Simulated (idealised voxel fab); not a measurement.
The process module that follows is named voxel capacitor over wiring.
The figure presents cross-section cut, which has a width of 250 nm and is divided into square cells with an edge length of 5 nm.
A cross-section is written here as square cells arranged in a grid, and it is given in bands from the top down, each band taking up one or more rows of cells.
First you get the band's top height and its bottom height, in nm, and then the materials it's made of, left to right, with each width in nm. If you see a single material with "all across", that one covers the band edge to edge. "air" is empty space.
All heights in this document are referenced to 0, defined as the level beneath which the wafer, as received, consists entirely of one material. The lowest band is not bounded below; it extends indefinitely downward and is written in the form "0 -> down".
It should be noted that a width expressed as "30..40" varies in equal increments from row to row of cells within the band, taking the value of the first number at the top row and that of the second number at the bottom row.
Take "same as before" at face value: in the step it is given for, the cross-section changed in none of its cells.
"Closed cavities": sealed empty spaces, 8 cells or more, no open way to top, listed width x height at distance, with distance from the left edge and width, height and distance in nm.
Note: text after step settings on the step line = simulator remark on that step.
A step's line can hold "overlay nm"; with a mask on that step, the setting says how far right of the planned place the mask lay, while a negative setting says it lay to the left.
These are the steps we planned for the process
1: op RECEIVE | material Si
2: op CONFORMAL_DEP | material SiO2 | thk nm 10
3: op DIRECTIONAL_DEP | material TiN | thk nm 5
4: op DIRECTIONAL_DEP | material W | thk nm 15
5: op DIRECTIONAL_DEP | material aC | thk nm 15
6: op PATTERN | tone cover | mask id METAL_1 | material resist | width nm 20 | pitch nm 70 | thk nm 30 | overlay nm 0
7: op DIRECTIONAL_ETCH | etch materials aC | depth nm 15
8: op STRIP | etch materials resist
9: op DIRECTIONAL_ETCH | etch materials W | depth nm 15
10: op DIRECTIONAL_ETCH | etch materials TiN | depth nm 5
11: op STRIP | etch materials aC
12: op FILL_DEP | material lowk | thk nm 5
13: op CMP | height nm 30
14: op CONFORMAL_DEP | material SiCN | thk nm 5
15: op DIRECTIONAL_DEP | material lowk | thk nm 10
16: op DIRECTIONAL_DEP | material aC | thk nm 15
17: op PATTERN | tone open | mask id PLUG_1 | material resist | width nm 15 | thk nm 35 | overlay nm 0
18: op DIRECTIONAL_ETCH | etch materials aC | depth nm 15
19: op STRIP | etch materials resist
20: op DIRECTIONAL_ETCH | etch materials lowk | depth nm 10
21: op DIRECTIONAL_ETCH | etch materials SiCN | depth nm 5
22: op STRIP | etch materials aC
23: op CONFORMAL_DEP | material TiN | thk nm 5
24: op FILL_DEP | material Ru | thk nm 10
25: op CMP | height nm 45
26: op DIRECTIONAL_DEP | material TiN | thk nm 10
27: op DIRECTIONAL_DEP | material Al2O3 | thk nm 5
28: op DIRECTIONAL_DEP | material TiN | thk nm 5
29: op PATTERN | tone cover | mask id UPPER_PLATE | material resist | width nm 55 | thk nm 20 | overlay nm 0
30: op DIRECTIONAL_ETCH | etch materials TiN | depth nm 5
31: op DIRECTIONAL_ETCH | etch materials Al2O3 | depth nm 5
32: op STRIP | etch materials resist
33: op PATTERN | tone cover | mask id LOWER_PLATE | material resist | width nm 65 | thk nm 20 | overlay nm 0
34: op DIRECTIONAL_ETCH | etch materials TiN | depth nm 10
35: op STRIP | etch materials resist
36: op FILL_DEP | material SiO2 | thk nm 20
37: op CMP | height nm 80
38: op MASKED_ETCH | tone open | mask id PLUG_2 | width nm 15 | etch materials SiO2 | depth nm 15 | overlay nm 0
39: op CONFORMAL_DEP | material TiN | thk nm 5
40: op FILL_DEP | material W | thk nm 5
41: op CMP | height nm 80
42: op CONFORMAL_DEP | material SiCN | thk nm 5
First of the two wafers, run per plan
As received (post step 1): cross-section
0 -> down | Si all across
Closed cavities: none
The wafer, seen in cross-section, after step 2
10 -> 0 | SiO2 all across
No changes below 0.
The wafer, seen in cross-section, after step 3
15 -> 10 | TiN all across
No changes below 10.
The wafer, seen in cross-section, after step 4
30 -> 15 | W all across
No changes below 15.
The wafer, seen in cross-section, after step 5
45 -> 30 | aC all across
No changes below 30.
The wafer, seen in cross-section, after step 6
75 -> 45 | air=80, then resist=20, then air=50, then resist=20, then air=80
No changes below 45.
The wafer, seen in cross-section, after step 7
60 -> 45 | air=80, then resist=20, then air=50, then resist=20, then air=80
45 -> 30 | air=80, then aC=20, then air=50, then aC=20, then air=80
No changes below 30.
The wafer, seen in cross-section, after step 8
45 -> 30 | air=80, then aC=20, then air=50, then aC=20, then air=80
No changes below 30.
The wafer, seen in cross-section, after step 9
45 -> 30 | air=80, then aC=20, then air=50, then aC=20, then air=80
30 -> 15 | air=80, then W=20, then air=50, then W=20, then air=80
No changes below 15.
The wafer, seen in cross-section, after step 10
45 -> 30 | air=80, then aC=20, then air=50, then aC=20, then air=80
30 -> 15 | air=80, then W=20, then air=50, then W=20, then air=80
15 -> 10 | air=80, then TiN=20, then air=50, then TiN=20, then air=80
No changes below 10.
The wafer, seen in cross-section, after step 11
30 -> 15 | air=80, then W=20, then air=50, then W=20, then air=80
No changes below 15.
The wafer, seen in cross-section, after step 12
35 -> 30 | lowk all across
30 -> 15 | lowk=80, then W=20, then lowk=50, then W=20, then lowk=80
15 -> 10 | lowk=80, then TiN=20, then lowk=50, then TiN=20, then lowk=80
No changes below 10.
The wafer, seen in cross-section, after step 13
30 -> 15 | lowk=80, then W=20, then lowk=50, then W=20, then lowk=80
No changes below 15.
The wafer, seen in cross-section, after step 14
35 -> 30 | SiCN all across
No changes below 30.
The wafer, seen in cross-section, after step 15
45 -> 35 | lowk all across
No changes below 35.
The wafer, seen in cross-section, after step 16
60 -> 45 | aC all across
No changes below 45.
The wafer, seen in cross-section, after step 17
95 -> 60 | resist=85, then air=15, then resist=150
No changes below 60.
The wafer, seen in cross-section, after step 18
80 -> 60 | resist=85, then air=15, then resist=150
60 -> 45 | aC=85, then air=15, then aC=150
No changes below 45.
The wafer, seen in cross-section, after step 19
60 -> 45 | aC=85, then air=15, then aC=150
No changes below 45.
The wafer, seen in cross-section, after step 20
60 -> 45 | aC=85, then air=15, then aC=150
45 -> 35 | lowk=85, then air=15, then lowk=150
No changes below 35.
The wafer, seen in cross-section, after step 21
60 -> 45 | aC=85, then air=15, then aC=150
45 -> 35 | lowk=85, then air=15, then lowk=150
35 -> 30 | SiCN=85, then air=15, then SiCN=150
No changes below 30.
The wafer, seen in cross-section, after step 22
45 -> 35 | lowk=85, then air=15, then lowk=150
No changes below 35.
The wafer, seen in cross-section, after step 23
50 -> 45 | TiN=90, then air=5, then TiN=155
45 -> 35 | lowk=85, then TiN=5, then air=5, then TiN=5, then lowk=150
35 -> 30 | SiCN=85, then TiN=15, then SiCN=150
No changes below 30.
The wafer, seen in cross-section, after step 24
60 -> 50 | Ru all across
50 -> 45 | TiN=90, then Ru=5, then TiN=155
45 -> 35 | lowk=85, then TiN=5, then Ru=5, then TiN=5, then lowk=150
No changes below 35.
The wafer, seen in cross-section, after step 25
45 -> 35 | lowk=85, then TiN=5, then Ru=5, then TiN=5, then lowk=150
No changes below 35.
The wafer, seen in cross-section, after step 26
55 -> 45 | TiN all across
No changes below 45.
The wafer, seen in cross-section, after step 27
60 -> 55 | Al2O3 all across
No changes below 55.
The wafer, seen in cross-section, after step 28
65 -> 60 | TiN all across
No changes below 60.
The wafer, seen in cross-section, after step 29
85 -> 65 | air=85, then resist=55, then air=110
No changes below 65.
The wafer, seen in cross-section, after step 30
85 -> 65 | air=85, then resist=55, then air=110
65 -> 60 | air=85, then TiN=55, then air=110
No changes below 60.
The wafer, seen in cross-section, after step 31
85 -> 65 | air=85, then resist=55, then air=110
65 -> 60 | air=85, then TiN=55, then air=110
60 -> 55 | air=85, then Al2O3=55, then air=110
No changes below 55.
The wafer, seen in cross-section, after step 32
65 -> 60 | air=85, then TiN=55, then air=110
No changes below 60.
The wafer, seen in cross-section, after step 33
85 -> 65 | air=80, then resist=65, then air=105
65 -> 60 | air=80, then resist=5, then TiN=55, then resist=5, then air=105
60 -> 55 | air=80, then resist=5, then Al2O3=55, then resist=5, then air=105
No changes below 55.
The wafer, seen in cross-section, after step 34
85 -> 65 | air=80, then resist=65, then air=105
65 -> 60 | air=80, then resist=5, then TiN=55, then resist=5, then air=105
60 -> 55 | air=80, then resist=5, then Al2O3=55, then resist=5, then air=105
55 -> 45 | air=80, then TiN=65, then air=105
No changes below 45.
The wafer, seen in cross-section, after step 35
65 -> 60 | air=85, then TiN=55, then air=110
60 -> 55 | air=85, then Al2O3=55, then air=110
No changes below 55.
The wafer, seen in cross-section, after step 36
85 -> 65 | SiO2 all across
65 -> 60 | SiO2=85, then TiN=55, then SiO2=110
60 -> 55 | SiO2=85, then Al2O3=55, then SiO2=110
55 -> 45 | SiO2=80, then TiN=65, then SiO2=105
No changes below 45.
The wafer, seen in cross-section, after step 37
80 -> 65 | SiO2 all across
No changes below 65.
The wafer, seen in cross-section, after step 38
80 -> 65 | SiO2=95, then air=15, then SiO2=140
No changes below 65.
The wafer, seen in cross-section, after step 39
85 -> 80 | TiN=100, then air=5, then TiN=145
80 -> 70 | SiO2=95, then TiN=5, then air=5, then TiN=5, then SiO2=140
70 -> 60 | SiO2=95..85, then TiN=15..55, then SiO2=140..110
No changes below 60.
The wafer, seen in cross-section, after step 40
90 -> 85 | W all across
85 -> 80 | TiN=100, then W=5, then TiN=145
80 -> 70 | SiO2=95, then TiN=5, then W=5, then TiN=5, then SiO2=140
No changes below 70.
The wafer, seen in cross-section, after step 41
80 -> 70 | SiO2=95, then TiN=5, then W=5, then TiN=5, then SiO2=140
No changes below 70.
The wafer, seen in cross-section, after step 42
85 -> 80 | SiCN all across
No changes below 80.
The remaining wafer, second of the two, started like the first and was run to the same plan, except that one mistake was made along the way; the two coincide through step 5, inclusive
Second wafer, cross-section, planned end of step 6
75 -> 45 | air=70, then resist=20, then air=50, then resist=20, then air=90
No changes below 45.
Second wafer, cross-section, planned end of step 7
60 -> 45 | air=70, then resist=20, then air=50, then resist=20, then air=90
45 -> 30 | air=70, then aC=20, then air=50, then aC=20, then air=90
No changes below 30.
Second wafer, cross-section, planned end of step 8
45 -> 30 | air=70, then aC=20, then air=50, then aC=20, then air=90
No changes below 30.
Second wafer, cross-section, planned end of step 9
45 -> 30 | air=70, then aC=20, then air=50, then aC=20, then air=90
30 -> 15 | air=70, then W=20, then air=50, then W=20, then air=90
No changes below 15.
Second wafer, cross-section, planned end of step 10
45 -> 30 | air=70, then aC=20, then air=50, then aC=20, then air=90
30 -> 15 | air=70, then W=20, then air=50, then W=20, then air=90
15 -> 10 | air=70, then TiN=20, then air=50, then TiN=20, then air=90
No changes below 10.
Second wafer, cross-section, planned end of step 11
30 -> 15 | air=70, then W=20, then air=50, then W=20, then air=90
No changes below 15.
Second wafer, cross-section, planned end of step 12
35 -> 30 | lowk all across
30 -> 15 | lowk=70, then W=20, then lowk=50, then W=20, then lowk=90
15 -> 10 | lowk=70, then TiN=20, then lowk=50, then TiN=20, then lowk=90
No changes below 10.
Second wafer, cross-section, planned end of step 13
30 -> 15 | lowk=70, then W=20, then lowk=50, then W=20, then lowk=90
No changes below 15.
Second wafer, cross-section, planned end of step 14
35 -> 30 | SiCN all across
No changes below 30.
Second wafer, cross-section, planned end of step 15
45 -> 35 | lowk all across
No changes below 35.
Second wafer, cross-section, planned end of step 16
60 -> 45 | aC all across
No changes below 45.
Second wafer, cross-section, planned end of step 17
95 -> 60 | resist=85, then air=15, then resist=150
No changes below 60.
Second wafer, cross-section, planned end of step 18
80 -> 60 | resist=85, then air=15, then resist=150
60 -> 45 | aC=85, then air=15, then aC=150
No changes below 45.
Second wafer, cross-section, planned end of step 19
60 -> 45 | aC=85, then air=15, then aC=150
No changes below 45.
Second wafer, cross-section, planned end of step 20
60 -> 45 | aC=85, then air=15, then aC=150
45 -> 35 | lowk=85, then air=15, then lowk=150
No changes below 35.
Second wafer, cross-section, planned end of step 21
60 -> 45 | aC=85, then air=15, then aC=150
45 -> 35 | lowk=85, then air=15, then lowk=150
35 -> 30 | SiCN=85, then air=15, then SiCN=150
No changes below 30.
Second wafer, cross-section, planned end of step 22
45 -> 35 | lowk=85, then air=15, then lowk=150
No changes below 35.
Second wafer, cross-section, planned end of step 23
50 -> 45 | TiN=90, then air=5, then TiN=155
45 -> 35 | lowk=85, then TiN=5, then air=5, then TiN=5, then lowk=150
35 -> 30 | SiCN=85, then TiN=15, then SiCN=150
No changes below 30.
Second wafer, cross-section, planned end of step 24
60 -> 50 | Ru all across
50 -> 45 | TiN=90, then Ru=5, then TiN=155
45 -> 35 | lowk=85, then TiN=5, then Ru=5, then TiN=5, then lowk=150
No changes below 35.
Second wafer, cross-section, planned end of step 25
45 -> 35 | lowk=85, then TiN=5, then Ru=5, then TiN=5, then lowk=150
No changes below 35.
Second wafer, cross-section, planned end of step 26
55 -> 45 | TiN all across
No changes below 45.
Second wafer, cross-section, planned end of step 27
60 -> 55 | Al2O3 all across
No changes below 55.
Second wafer, cross-section, planned end of step 28
65 -> 60 | TiN all across
No changes below 60.
Second wafer, cross-section, planned end of step 29
85 -> 65 | air=85, then resist=55, then air=110
No changes below 65.
Second wafer, cross-section, planned end of step 30
85 -> 65 | air=85, then resist=55, then air=110
65 -> 60 | air=85, then TiN=55, then air=110
No changes below 60.
Second wafer, cross-section, planned end of step 31
85 -> 65 | air=85, then resist=55, then air=110
65 -> 60 | air=85, then TiN=55, then air=110
60 -> 55 | air=85, then Al2O3=55, then air=110
No changes below 55.
Second wafer, cross-section, planned end of step 32
65 -> 60 | air=85, then TiN=55, then air=110
No changes below 60.
Second wafer, cross-section, planned end of step 33
85 -> 65 | air=80, then resist=65, then air=105
65 -> 60 | air=80, then resist=5, then TiN=55, then resist=5, then air=105
60 -> 55 | air=80, then resist=5, then Al2O3=55, then resist=5, then air=105
No changes below 55.
Second wafer, cross-section, planned end of step 34
85 -> 65 | air=80, then resist=65, then air=105
65 -> 60 | air=80, then resist=5, then TiN=55, then resist=5, then air=105
60 -> 55 | air=80, then resist=5, then Al2O3=55, then resist=5, then air=105
55 -> 45 | air=80, then TiN=65, then air=105
No changes below 45.
Second wafer, cross-section, planned end of step 35
65 -> 60 | air=85, then TiN=55, then air=110
60 -> 55 | air=85, then Al2O3=55, then air=110
No changes below 55.
Second wafer, cross-section, planned end of step 36
85 -> 65 | SiO2 all across
65 -> 60 | SiO2=85, then TiN=55, then SiO2=110
60 -> 55 | SiO2=85, then Al2O3=55, then SiO2=110
55 -> 45 | SiO2=80, then TiN=65, then SiO2=105
No changes below 45.
Second wafer, cross-section, planned end of step 37
80 -> 65 | SiO2 all across
No changes below 65.
Second wafer, cross-section, planned end of step 38
80 -> 65 | SiO2=95, then air=15, then SiO2=140
No changes below 65.
Second wafer, cross-section, planned end of step 39
85 -> 80 | TiN=100, then air=5, then TiN=145
80 -> 70 | SiO2=95, then TiN=5, then air=5, then TiN=5, then SiO2=140
70 -> 60 | SiO2=95..85, then TiN=15..55, then SiO2=140..110
No changes below 60.
Second wafer, cross-section, planned end of step 40
90 -> 85 | W all across
85 -> 80 | TiN=100, then W=5, then TiN=145
80 -> 70 | SiO2=95, then TiN=5, then W=5, then TiN=5, then SiO2=140
No changes below 70.
Second wafer, cross-section, planned end of step 41
80 -> 70 | SiO2=95, then TiN=5, then W=5, then TiN=5, then SiO2=140
No changes below 70.
Second wafer, cross-section, planned end of step 42
85 -> 80 | SiCN all across
No changes below 80.
It is concluded that the wafer was processed incorrectly with respect to the plan, in that step 6 went in with a setting other than planned; the actual run was op PATTERN | tone cover | mask id METAL_1 | material resist | width nm 20 | pitch nm 70 | thk nm 30 | overlay nm -10
Heads up: at the end the two wafers have identical cell counts per material, they're just laid out differently.
